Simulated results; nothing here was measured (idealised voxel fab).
Process module in this document: voxel gate over fins
The width of the displayed cross-section, cut, is 255 nm; its cells are square, with a size of 5 nm.
Cross-section format: a grid of square cells, given as bands from top to bottom; each band is one or more rows of cells.
The band entry comprises the height of the band's top followed by the height of its bottom, expressed in nm, and subsequently the band's materials from left to right, each stated together with its width in nm. Where a single material is marked with the word "everywhere", that material fills the band from edge to edge. The word "blank" represents empty space.
Heights are expressed relative to 0, this being the level below which the as-received wafer comprises one material exclusively. The lowest band is unbounded in the downward direction and is denoted as in "0 down".
The notation "30 to 40" denotes a width that varies across the rows of cells in the band, beginning at the first number in the top row, finishing at the second number in the bottom row, and changing by an identical amount from each row to the next.
"nothing different", as given for a step, is the statement that not any cell of the cross-section underwent a change during that step.
Listed in "Closed void catalog": every empty space of 8 or more cells without an open way to the top. Form: width x height at distance, the distance being from the left edge, all in nm.
Anything after a step's settings on that line? It's the simulator's own note about the step.
overlay nm, on a step with a mask: how far to the right of its planned place the mask lay; to the left if negative
-- The planned process steps are enumerated hereunder
1. RECEIVE | material Si
2. CONFORMAL_DEP | material SiN | thk nm 10
3. MASKED_ETCH | tone cover | mask id FINS | width nm 15 | pitch nm 50 | etch materials SiN | depth nm 10 | overlay nm 0
4. MASKED_ETCH | tone cover | mask id FINS | width nm 15 | pitch nm 50 | etch materials Si | depth nm 35 | overlay nm 0
5. OXIDIZE | depth nm 5
6. FILL_DEP | material SiO2 | thk nm 15
7. CMP | height nm 10
8. DIRECTIONAL_DEP | material aC | thk nm 10
9. PATTERN | tone open | mask id RAIL | material resist | width nm 15 | thk nm 30 | overlay nm 0
10. DIRECTIONAL_ETCH | etch materials aC | depth nm 10
11. STRIP | etch materials resist
12. DIRECTIONAL_ETCH | etch materials SiO2 | depth nm 40
13. STRIP | etch materials aC
14. CONFORMAL_DEP | material TiN | thk nm 5
15. FILL_DEP | material W | thk nm 10
16. CMP | height nm 10
17. SELECTIVE_ETCH | etch materials W Ru TiN | depth nm 30
18. FILL_DEP | material SiO2 | thk nm 5
19. CMP | height nm 10
20. SELECTIVE_ETCH | etch materials SiO2 | depth nm 20
21. STRIP | etch materials SiN
22. CONFORMAL_DEP | material HfO2 | thk nm 5
23. CONFORMAL_DEP | material TiN | thk nm 5
24. CONFORMAL_DEP | material TiAl | thk nm 5
25. CONFORMAL_DEP | material TiN | thk nm 5
26. FILL_DEP | material W | thk nm 15
27. CMP | height nm 30
28. CONFORMAL_DEP | material SiN | thk nm 5
-- Wafer as received: cross-section following step 1
- 0 down = Si everywhere
- Closed void catalog: none
-- Post-module cross-section: identical start and plan to those above, one misstep in execution
- 30 to 25 = SiN everywhere
- 25 to 20 = W everywhere
- 20 to 15 = W (80)  TiN (45)  W (5)  TiN (45)  W (80)
- 15 to 10 = W (80)  TiN (5)  TiAl (35)  TiN (5)  W (5)  TiN (5)  TiAl (35)  TiN (5)  W (80)
- 10 to 5 = TiN (85)  TiAl (5)  TiN (25)  TiAl (5)  TiN (15)  TiAl (5)  TiN (25)  TiAl (5)  TiN (85)
- 5 to 0 = TiAl (90)  TiN (5)  HfO2 (15)  TiN (5)  TiAl (25)  TiN (5)  HfO2 (15)  TiN (5)  TiAl (90)
- 0 to -5 = TiN (95)  HfO2 (5)  Si (5)  HfO2 (5)  TiN (35)  HfO2 (5)  Si (5)  HfO2 (5)  TiN (95)
- -5 to -10 = HfO2 (100)  Si (5)  HfO2 (45)  Si (5)  HfO2 (100)
- -10 to -20 = SiO2 (100)  Si (5)  SiO2 (45)  Si (5)  SiO2 (100)
- -20 to -25 = SiO2 (100)  Si (5)  SiO2 (15)  TiN (5)  W (5)  TiN (5)  SiO2 (15)  Si (5)  SiO2 (100)
- -25 to -30 = SiO2 (100)  Si (5)  SiO2 (15)  TiN (15)  SiO2 (15)  Si (5)  SiO2 (100)
- -30 to -40 = SiO2 (100)  Si (5)  SiO2 (45)  Si (5)  SiO2 (100)
- -40 down = Si everywhere
- Closed void catalog: none
Want to know what went wrong? step 27 changed vs plan, executed as CMP | height nm 25
